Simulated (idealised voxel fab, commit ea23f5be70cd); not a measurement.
Process module name: voxel self aligned vias
For reference, the cross-section in this document is cut, with width 285 nm and square cells of 5 nm.
How to read a cross-section here: the picture is a grid of square cells, written as bands going from the top down, and any band can span one or more rows of cells.
Per band: top height and bottom height in nm, followed by the left-to-right materials and their widths in nm; "edge to edge" marks a single material spanning edge to edge, "blank" marks empty space.
It should be noted that heights are counted from 0, beneath which the wafer as supplied is of one material throughout, and that the lowest band possesses no lower boundary but continues downward, as written in "top 0, no bottom".
So if you see something like "30 to 40" for the width, read it as the top row of the band sitting at the first number and the bottom row at the second, with every row in between moving by the same amount as the last.
No cell of the cross-section changed in a step that is given as "everything unchanged".
Look at "Sealed voids" for the closed voids: empty spaces with no open path to the top, sized 8 cells or up. Each is width x height at distance, distance from the left edge, all nm.
after a step's settings: what the simulator itself notes on the step
"overlay nm", when on a step's line for a step with a mask, measures how far to the right of its planned place the mask lay; a negative measure means to the left.
## Below is the list of planned process steps
| 1 | RECEIVE (material Si) |
| 2 | CONFORMAL_DEP (material SiO2; thk nm 15) |
| 3 | CONFORMAL_DEP (material SiCN; thk nm 5) |
| 4 | DIRECTIONAL_DEP (material lowk; thk nm 30) |
| 5 | DIRECTIONAL_DEP (material aC; thk nm 10) |
| 6 | PATTERN (tone open; mask id LINES; material resist; width nm 30; pitch nm 55; thk nm 25; overlay nm 0) |
| 7 | DIRECTIONAL_ETCH (etch materials aC; depth nm 10) |
| 8 | STRIP (etch materials resist) |
| 9 | DIRECTIONAL_ETCH (etch materials lowk; depth nm 30) |
| 10 | STRIP (etch materials aC) |
| 11 | CONFORMAL_DEP (material TiN; thk nm 5) |
| 12 | FILL_DEP (material W; thk nm 10) |
| 13 | CMP (height nm 50) |
| 14 | SELECTIVE_ETCH (etch materials W Ru TiN; depth nm 5) |
| 15 | FILL_DEP (material SiN; thk nm 5) |
| 16 | CMP (height nm 50) |
| 17 | DIRECTIONAL_DEP (material lowk; thk nm 20) |
| 18 | PATTERN (tone open; mask id VIAS; material resist; width nm 40; thk nm 20; overlay nm 0) |
| 19 | DIRECTIONAL_ETCH (etch materials lowk; depth nm 20) |
| 20 | DIRECTIONAL_ETCH (etch materials SiN; depth nm 5) |
| 21 | STRIP (etch materials resist) |
| 22 | CONFORMAL_DEP (material TiN; thk nm 5) |
| 23 | FILL_DEP (material W; thk nm 10) |
| 24 | CMP (height nm 70) |
| 25 | CONFORMAL_DEP (material SiN; thk nm 5) |
## The first of two wafers, run as planned
## Here's what the wafer looked like in cross-section when it arrived - that's after step 1
top 0, no bottom | Si edge to edge
Sealed voids: none
## Wafer xsec, post step 2
top 15, bottom 0 | SiO2 edge to edge
Lower than 0, everything is as it was.
## Wafer xsec, post step 3
top 20, bottom 15 | SiCN edge to edge
Lower than 15, everything is as it was.
## Wafer xsec, post step 4
top 50, bottom 20 | lowk edge to edge
Lower than 20, everything is as it was.
## Wafer xsec, post step 5
top 60, bottom 50 | aC edge to edge
Lower than 50, everything is as it was.
## Wafer xsec, post step 6
top 85, bottom 60 | resist 100, blank 30, resist 25, blank 30, resist 100
Lower than 60, everything is as it was.
## Wafer xsec, post step 7
top 75, bottom 60 | resist 100, blank 30, resist 25, blank 30, resist 100
top 60, bottom 50 | aC 100, blank 30, aC 25, blank 30, aC 100
Lower than 50, everything is as it was.
## Wafer xsec, post step 8
top 60, bottom 50 | aC 100, blank 30, aC 25, blank 30, aC 100
Lower than 50, everything is as it was.
## Wafer xsec, post step 9
top 60, bottom 50 | aC 100, blank 30, aC 25, blank 30, aC 100
top 50, bottom 20 | lowk 100, blank 30, lowk 25, blank 30, lowk 100
Lower than 20, everything is as it was.
## Wafer xsec, post step 10
top 50, bottom 20 | lowk 100, blank 30, lowk 25, blank 30, lowk 100
Lower than 20, everything is as it was.
## Wafer xsec, post step 11
top 55, bottom 50 | TiN 105, blank 20, TiN 35, blank 20, TiN 105
top 50, bottom 25 | lowk 100, TiN 5, blank 20, TiN 5, lowk 25, TiN 5, blank 20, TiN 5, lowk 100
top 25, bottom 20 | lowk 100, TiN 30, lowk 25, TiN 30, lowk 100
Lower than 20, everything is as it was.
## Wafer xsec, post step 12
top 65, bottom 55 | W edge to edge
top 55, bottom 50 | TiN 105, W 20, TiN 35, W 20, TiN 105
top 50, bottom 25 | lowk 100, TiN 5, W 20, TiN 5, lowk 25, TiN 5, W 20, TiN 5, lowk 100
Lower than 25, everything is as it was.
## Wafer xsec, post step 13
top 50, bottom 25 | lowk 100, TiN 5, W 20, TiN 5, lowk 25, TiN 5, W 20, TiN 5, lowk 100
Lower than 25, everything is as it was.
## Wafer xsec, post step 14
top 50, bottom 45 | lowk 100, blank 30, lowk 25, blank 30, lowk 100
Lower than 45, everything is as it was.
## Wafer xsec, post step 15
top 55, bottom 50 | SiN edge to edge
top 50, bottom 45 | lowk 100, SiN 30, lowk 25, SiN 30, lowk 100
Lower than 45, everything is as it was.
## Wafer xsec, post step 16
top 50, bottom 45 | lowk 100, SiN 30, lowk 25, SiN 30, lowk 100
Lower than 45, everything is as it was.
## Wafer xsec, post step 17
top 70, bottom 50 | lowk edge to edge
Lower than 50, everything is as it was.
## Wafer xsec, post step 18
top 90, bottom 70 | resist 95, blank 40, resist 150
Lower than 70, everything is as it was.
## Wafer xsec, post step 19
top 90, bottom 70 | resist 95, blank 40, resist 150
top 70, bottom 50 | lowk 95, blank 40, lowk 150
Lower than 50, everything is as it was.
## Wafer xsec, post step 20
top 90, bottom 70 | resist 95, blank 40, resist 150
top 70, bottom 50 | lowk 95, blank 40, lowk 150
top 50, bottom 45 | lowk 100, blank 30, lowk 25, SiN 30, lowk 100
Lower than 45, everything is as it was.
## Wafer xsec, post step 21
top 70, bottom 50 | lowk 95, blank 40, lowk 150
Lower than 50, everything is as it was.
## Wafer xsec, post step 22
top 75, bottom 70 | TiN 100, blank 30, TiN 155
top 70, bottom 55 | lowk 95, TiN 5, blank 30, TiN 5, lowk 150
top 55, bottom 50 | lowk 95, TiN 10, blank 20, TiN 10, lowk 150
top 50, bottom 45 | lowk 100, TiN 30, lowk 25, SiN 30, lowk 100
Lower than 45, everything is as it was.
## Wafer xsec, post step 23
top 85, bottom 75 | W edge to edge
top 75, bottom 70 | TiN 100, W 30, TiN 155
top 70, bottom 55 | lowk 95, TiN 5, W 30, TiN 5, lowk 150
top 55, bottom 50 | lowk 95, TiN 10, W 20, TiN 10, lowk 150
Lower than 50, everything is as it was.
## Wafer xsec, post step 24
top 70, bottom 55 | lowk 95, TiN 5, W 30, TiN 5, lowk 150
Lower than 55, everything is as it was.
## Wafer xsec, post step 25
top 75, bottom 70 | SiN edge to edge
Lower than 70, everything is as it was.
## The Second Wafer: Common Origin and Plan, One Mistake in Execution, Identical to the First Through Step 17
## Second wafer, section view, time point: scheduled end of step 18
top 90, bottom 70 | blank 95, resist 40, blank 150
Lower than 70, everything is as it was.
## Second wafer, section view, time point: scheduled end of step 19
top 90, bottom 70 | blank 95, resist 40, blank 150
top 70, bottom 50 | blank 95, lowk 40, blank 150
Lower than 50, everything is as it was.
## Second wafer, section view, time point: scheduled end of step 20
top 90, bottom 70 | blank 95, resist 40, blank 150
top 70, bottom 50 | blank 95, lowk 40, blank 150
top 50, bottom 45 | lowk 100, SiN 30, lowk 25, blank 30, lowk 100
Lower than 45, everything is as it was.
## Second wafer, section view, time point: scheduled end of step 21
top 70, bottom 50 | blank 95, lowk 40, blank 150
Lower than 50, everything is as it was.
## Second wafer, section view, time point: scheduled end of step 22
top 75, bottom 70 | blank 90, TiN 50, blank 145
top 70, bottom 55 | blank 90, TiN 5, lowk 40, TiN 5, blank 145
top 55, bottom 50 | TiN 95, lowk 40, TiN 25, blank 20, TiN 105
top 50, bottom 45 | lowk 100, SiN 30, lowk 25, TiN 30, lowk 100
Lower than 45, everything is as it was.
## Second wafer, section view, time point: scheduled end of step 23
top 85, bottom 75 | W edge to edge
top 75, bottom 70 | W 90, TiN 50, W 145
top 70, bottom 55 | W 90, TiN 5, lowk 40, TiN 5, W 145
top 55, bottom 50 | TiN 95, lowk 40, TiN 25, W 20, TiN 105
Lower than 50, everything is as it was.
## Second wafer, section view, time point: scheduled end of step 24
top 70, bottom 55 | W 90, TiN 5, lowk 40, TiN 5, W 145
Lower than 55, everything is as it was.
## Second wafer, section view, time point: scheduled end of step 25
top 75, bottom 70 | SiN edge to edge
Lower than 70, everything is as it was.
Here's what went sideways: rather than as planned, step 18 actually ran as PATTERN (tone cover; mask id VIAS; material resist; width nm 40; thk nm 20; overlay nm 0)
The second wafer ends with more or fewer cells of some materials than the first, per final count: TiN +41, W +123, lowk -164
